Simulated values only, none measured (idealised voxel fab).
Presented below is a process module, voxel double patterning.
Pictured: cross-section cut, 190 nm wide, on a grid of 5 nm square cells.
Throughout this document, each cross-section is represented as a grid of square cells and is presented as a sequence of bands enumerated from the top downward, where a band comprises one or more rows of cells.
Each band's line starts with the height of the band's top and of its bottom, in nm. Then come its materials from left to right, each with its width in nm. One material with "throughout" fills the band from edge to edge. "air" is empty space.
Height reference: 0 = level under which incoming wafer is all one material. Lowest band: no bottom, runs on downward, e.g. "from 0 down".
With a width like "30..40", each row of cells in the band differs from the next by the same amount, the top row carrying the first number and the bottom row the second.
When a step is marked "remained unchanged", none of the cells in the cross-section changed during that step.
Each empty space that has no open way to the top and spans at least 8 cells appears under "Closed void table" as width x height at distance, the distance counted from the left edge, all in nm.
On each step's line, the part that comes after the settings is the simulator's own comment on the step.
Steps that use a mask can have "overlay nm" on their line. It says how far the mask sat to the right of where it was meant to be. Negative means to the left.

### The steps planned for the process are as follows
1. RECEIVE [material Si]
2. CONFORMAL_DEP [material SiO2] [thk nm 10]
3. DIRECTIONAL_DEP [material polySi] [thk nm 15]
4. DIRECTIONAL_DEP [material SiN] [thk nm 5]
5. DIRECTIONAL_DEP [material aC] [thk nm 10]
6. PATTERN [tone open] [mask id FIRST] [material resist] [width nm 15] [pitch nm 50] [thk nm 30] [overlay nm 0]
7. DIRECTIONAL_ETCH [etch materials aC] [depth nm 10]
8. STRIP [etch materials resist]
9. DIRECTIONAL_ETCH [etch materials SiN] [depth nm 5]
10. STRIP [etch materials aC]
11. MASKED_ETCH [tone open] [mask id SECOND] [width nm 15] [pitch nm 50] [etch materials SiN] [depth nm 5] [overlay nm 0]
12. DIRECTIONAL_ETCH [etch materials polySi] [depth nm 15]
13. STRIP [etch materials SiN]

### First of two wafers: run as planned

### As-received state of the wafer in cross-section, equivalent to post-step 1
> from 0 down | Si throughout
> Closed void table: none

### Wafer after step 2 (cross-section)
> from 10 to 0 | SiO2 throughout
> Nothing below the height 0 has changed.

### Wafer after step 3 (cross-section)
> from 25 to 10 | polySi throughout
> Nothing below the height 10 has changed.

### Wafer after step 4 (cross-section)
> from 30 to 25 | SiN throughout
> Nothing below the height 25 has changed.

### Wafer after step 5 (cross-section)
> from 40 to 30 | aC throughout
> Nothing below the height 30 has changed.

### Wafer after step 6 (cross-section)
> from 70 to 40 | resist (35), then air (15), then resist (35), then air (15), then resist (35), then air (15), then resist (40)
> Nothing below the height 40 has changed.

### Wafer after step 7 (cross-section)
> from 60 to 40 | resist (35), then air (15), then resist (35), then air (15), then resist (35), then air (15), then resist (40)
> from 40 to 30 | aC (35), then air (15), then aC (35), then air (15), then aC (35), then air (15), then aC (40)
> Nothing below the height 30 has changed.

### Wafer after step 8 (cross-section)
> from 40 to 30 | aC (35), then air (15), then aC (35), then air (15), then aC (35), then air (15), then aC (40)
> Nothing below the height 30 has changed.

### Wafer after step 9 (cross-section)
> from 40 to 30 | aC (35), then air (15), then aC (35), then air (15), then aC (35), then air (15), then aC (40)
> from 30 to 25 | SiN (35), then air (15), then SiN (35), then air (15), then SiN (35), then air (15), then SiN (40)
> Nothing below the height 25 has changed.

### Wafer after step 10 (cross-section)
> from 30 to 25 | SiN (35), then air (15), then SiN (35), then air (15), then SiN (35), then air (15), then SiN (40)
> Nothing below the height 25 has changed.

### Wafer after step 11 (cross-section)
> from 30 to 25 | SiN (35), then air (15), then SiN (10), then air (15), then SiN (10), then air (15), then SiN (10), then air (15), then SiN (10), then air (15), then SiN (40)
> Nothing below the height 25 has changed.

### Wafer after step 12 (cross-section)
> from 30 to 25 | SiN (35), then air (15), then SiN (10), then air (15), then SiN (10), then air (15), then SiN (10), then air (15), then SiN (10), then air (15), then SiN (40)
> from 25 to 10 | polySi (35), then air (15), then polySi (10), then air (15), then polySi (10), then air (15), then polySi (10), then air (15), then polySi (10), then air (15), then polySi (40)
> Nothing below the height 10 has changed.

### Wafer after step 13 (cross-section)
> from 25 to 10 | polySi (35), then air (15), then polySi (10), then air (15), then polySi (10), then air (15), then polySi (10), then air (15), then polySi (10), then air (15), then polySi (40)
> Nothing below the height 10 has changed.

### Second wafer, same starting state and plan as the first, one mistake in the run, identical through step 1

Cross-sectional view of the second wafer at the intended end time of process step 2: remained unchanged

### Cross-sectional view of the second wafer at the intended end time of process step 3
> from 15 to 0 | polySi throughout
> Nothing below the height 0 has changed.

### Cross-sectional view of the second wafer at the intended end time of process step 4
> from 20 to 15 | SiN throughout
> Nothing below the height 15 has changed.

### Cross-sectional view of the second wafer at the intended end time of process step 5
> from 30 to 20 | aC throughout
> Nothing below the height 20 has changed.

### Cross-sectional view of the second wafer at the intended end time of process step 6
> from 60 to 30 | resist (35), then air (15), then resist (35), then air (15), then resist (35), then air (15), then resist (40)
> Nothing below the height 30 has changed.

### Cross-sectional view of the second wafer at the intended end time of process step 7
> from 50 to 30 | resist (35), then air (15), then resist (35), then air (15), then resist (35), then air (15), then resist (40)
> from 30 to 20 | aC (35), then air (15), then aC (35), then air (15), then aC (35), then air (15), then aC (40)
> Nothing below the height 20 has changed.

### Cross-sectional view of the second wafer at the intended end time of process step 8
> from 30 to 20 | aC (35), then air (15), then aC (35), then air (15), then aC (35), then air (15), then aC (40)
> Nothing below the height 20 has changed.

### Cross-sectional view of the second wafer at the intended end time of process step 9
> from 30 to 20 | aC (35), then air (15), then aC (35), then air (15), then aC (35), then air (15), then aC (40)
> from 20 to 15 | SiN (35), then air (15), then SiN (35), then air (15), then SiN (35), then air (15), then SiN (40)
> Nothing below the height 15 has changed.

### Cross-sectional view of the second wafer at the intended end time of process step 10
> from 20 to 15 | SiN (35), then air (15), then SiN (35), then air (15), then SiN (35), then air (15), then SiN (40)
> Nothing below the height 15 has changed.

### Cross-sectional view of the second wafer at the intended end time of process step 11
> from 20 to 15 | SiN (35), then air (15), then SiN (10), then air (15), then SiN (10), then air (15), then SiN (10), then air (15), then SiN (10), then air (15), then SiN (40)
> Nothing below the height 15 has changed.

### Cross-sectional view of the second wafer at the intended end time of process step 12
> from 20 to 15 | SiN (35), then air (15), then SiN (10), then air (15), then SiN (10), then air (15), then SiN (10), then air (15), then SiN (10), then air (15), then SiN (40)
> from 15 to 0 | polySi (35), then air (15), then polySi (10), then air (15), then polySi (10), then air (15), then polySi (10), then air (15), then polySi (10), then air (15), then polySi (40)
> Nothing below the height 0 has changed.

### Cross-sectional view of the second wafer at the intended end time of process step 13
> from 15 to 0 | polySi (35), then air (15), then polySi (10), then air (15), then polySi (10), then air (15), then polySi (10), then air (15), then polySi (10), then air (15), then polySi (40)
> Nothing below the height 0 has changed.
Plan not followed: step 2 was dropped from the plan's execution and never run
Final tally in cells, some materials are higher or lower on the second wafer than on the first: SiO2 -76
